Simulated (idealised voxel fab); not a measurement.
process module | voxel ribs on slabs
cross-section cut | 190 nm wide | cells 5 nm
A cross-section is a grid of square cells, given in bands from the top down. A band is one or more rows of cells.
Each band's line starts with the height of the band's top and of its bottom, in nm. Then come its materials from left to right, each with its width in nm. One material with "throughout" fills the band from edge to edge. "air" is empty space.
Height 0 is the level under which the wafer as received is all one material. The lowest band goes on downwards, as in "0 down".
A width such as "30 to 40" changes by the same amount from each row of cells to the next, from the band's top row to its bottom row.
"no change" after a step means that no cell of the cross-section changed.
closed voids: empty space of 8 cells or more with no open way to the top, each as width x height at its distance from the left edge, in nm
after a step's settings: what the simulator itself notes on the step
overlay nm, on a step with a mask: how far to the right of its planned place the mask lay; to the left if negative
plan
1 op RECEIVE | material Si
2 op DIRECTIONAL_DEP | material SiO2 | thk nm 30
3 op DIRECTIONAL_DEP | material SiN | thk nm 25
4 op MASKED_ETCH | tone cover | mask id RIB | width nm 20 | etch materials SiN | depth nm 15 | overlay nm 0
5 op MASKED_ETCH | tone cover | mask id SLAB | width nm 50 | etch materials SiN | depth nm 10 | overlay nm 0
6 op FILL_DEP | material SiO2 | thk nm 15
7 op CMP | height nm 65
8 op DIRECTIONAL_DEP | material TiN | thk nm 10
9 op PATTERN | tone cover | mask id HEATER | material resist | width nm 30 | thk nm 20 | overlay nm 0
10 op DIRECTIONAL_ETCH | etch materials TiN | depth nm 10
11 op STRIP | etch materials resist
12 op CONFORMAL_DEP | material SiN | thk nm 10
first wafer, as planned
as received, after step 1
  0 down: Si throughout
  closed voids: none
after step 2
  30 to 0: SiO2 throughout
  below 0: unchanged
after step 3
  55 to 30: SiN throughout
  below 30: unchanged
after step 4
  55 to 40: air 85 | SiN 20 | air 85
  below 40: unchanged
after step 5
  55 to 40: air 85 | SiN 20 | air 85
  40 to 30: air 70 | SiN 50 | air 70
  below 30: unchanged
after step 6
  70 to 55: SiO2 throughout
  55 to 40: SiO2 85 | SiN 20 | SiO2 85
  40 to 30: SiO2 70 | SiN 50 | SiO2 70
  below 30: unchanged
after step 7
  65 to 55: SiO2 throughout
  below 55: unchanged
after step 8
  75 to 65: TiN throughout
  below 65: unchanged
after step 9
  95 to 75: air 80 | resist 30 | air 80
  below 75: unchanged
after step 10
  95 to 75: air 80 | resist 30 | air 80
  75 to 65: air 80 | TiN 30 | air 80
  below 65: unchanged
after step 11
  75 to 65: air 80 | TiN 30 | air 80
  below 65: unchanged
after step 12
  85 to 75: air 70 | SiN 50 | air 70
  75 to 65: SiN 80 | TiN 30 | SiN 80
  below 65: unchanged
second wafer: like start, like plan, one mistake. Through step 4 it matches the first wafer
when step 5 should have ended
  55 to 40: air 85 | SiN 20 | air 85
  40 to 35: air 70 | SiN 50 | air 70
  below 35: unchanged
when step 6 should have ended
  70 to 55: SiO2 throughout
  55 to 40: SiO2 85 | SiN 20 | SiO2 85
  40 to 35: SiO2 70 | SiN 50 | SiO2 70
  below 35: unchanged
when step 7 should have ended
  65 to 55: SiO2 throughout
  below 55: unchanged
when step 8 should have ended
  75 to 65: TiN throughout
  below 65: unchanged
when step 9 should have ended
  95 to 75: air 80 | resist 30 | air 80
  below 75: unchanged
when step 10 should have ended
  95 to 75: air 80 | resist 30 | air 80
  75 to 65: air 80 | TiN 30 | air 80
  below 65: unchanged
when step 11 should have ended
  75 to 65: air 80 | TiN 30 | air 80
  below 65: unchanged
when step 12 should have ended
  85 to 75: air 70 | SiN 50 | air 70
  75 to 65: SiN 80 | TiN 30 | SiN 80
  below 65: unchanged
what went wrong: step 5 ran as: op MASKED_ETCH | tone cover | mask id SLAB | width nm 50 | etch materials SiN | depth nm 5 | overlay nm 0
at the end the second wafer has, in cells: 28 more of SiN | 28 fewer of SiO2
